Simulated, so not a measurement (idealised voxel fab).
process module | voxel self aligned vias
cross-section cut | 150 nm wide | cells 5 nm
A cross-section is a grid of square cells, given in bands from the top down. A band is one or more rows of cells.
Each band's line starts with the height of the band's top and of its bottom, in nm. Then come its materials from left to right, each with its width in nm. One material with "throughout" fills the band from edge to edge. "air" is empty space.
Height 0 is the level under which the wafer as received is all one material. The lowest band goes on downwards, as in "0 down".
A width such as "30 to 40" changes by the same amount from each row of cells to the next, from the band's top row to its bottom row.
"no change" after a step means that no cell of the cross-section changed.
closed voids: empty space of 8 cells or more with no open way to the top, each as width x height at its distance from the left edge, in nm
after a step's settings: what the simulator itself notes on the step
overlay nm, on a step with a mask: how far to the right of its planned place the mask lay; to the left if negative
plan
1 op RECEIVE | material Si
2 op CONFORMAL_DEP | material SiO2 | thk nm 10
3 op CONFORMAL_DEP | material SiCN | thk nm 5
4 op DIRECTIONAL_DEP | material lowk | thk nm 20
5 op DIRECTIONAL_DEP | material aC | thk nm 15
6 op PATTERN | tone open | mask id LINES | material resist | width nm 30 | pitch nm 65 | thk nm 30 | overlay nm 0
7 op DIRECTIONAL_ETCH | etch materials aC | depth nm 15
8 op STRIP | etch materials resist
9 op DIRECTIONAL_ETCH | etch materials lowk | depth nm 20
10 op STRIP | etch materials aC
11 op CONFORMAL_DEP | material TiN | thk nm 5
12 op FILL_DEP | material Ru | thk nm 10
13 op CMP | height nm 35
14 op SELECTIVE_ETCH | etch materials W Ru TiN | depth nm 10
15 op FILL_DEP | material SiN | thk nm 10
16 op CMP | height nm 35
17 op DIRECTIONAL_DEP | material lowk | thk nm 20
18 op PATTERN | tone open | mask id VIAS | material resist | width nm 40 | thk nm 20 | overlay nm -5
19 op DIRECTIONAL_ETCH | etch materials lowk | depth nm 20
20 op DIRECTIONAL_ETCH | etch materials SiN | depth nm 10
21 op STRIP | etch materials resist
22 op CONFORMAL_DEP | material TiN | thk nm 5
23 op FILL_DEP | material Ru | thk nm 10
24 op CMP | height nm 55
25 op CONFORMAL_DEP | material SiN | thk nm 5
varied across the wafers: overlay nm of step 18. The plan shows the first wafer's value. All wafers start alike
first wafer as received, after step 1
  0 down: Si throughout
  closed voids: none
each wafer at the end: cells of each material gained (+) or lost (-) since it was received, then its closed voids
overlay nm -5 | +34 Ru | +30 SiCN | +42 SiN | +60 SiO2 | +34 TiN | +160 lowk | closed voids: none
overlay nm 0 | +34 Ru | +30 SiCN | +42 SiN | +60 SiO2 | +34 TiN | +160 lowk | closed voids: none
overlay nm 5 | +34 Ru | +30 SiCN | +42 SiN | +60 SiO2 | +34 TiN | +160 lowk | closed voids: none
overlay nm 10 | +32 Ru | +30 SiCN | +44 SiN | +60 SiO2 | +34 TiN | +160 lowk | closed voids: none
overlay nm 15 | +30 Ru | +30 SiCN | +46 SiN | +60 SiO2 | +34 TiN | +160 lowk | closed voids: none
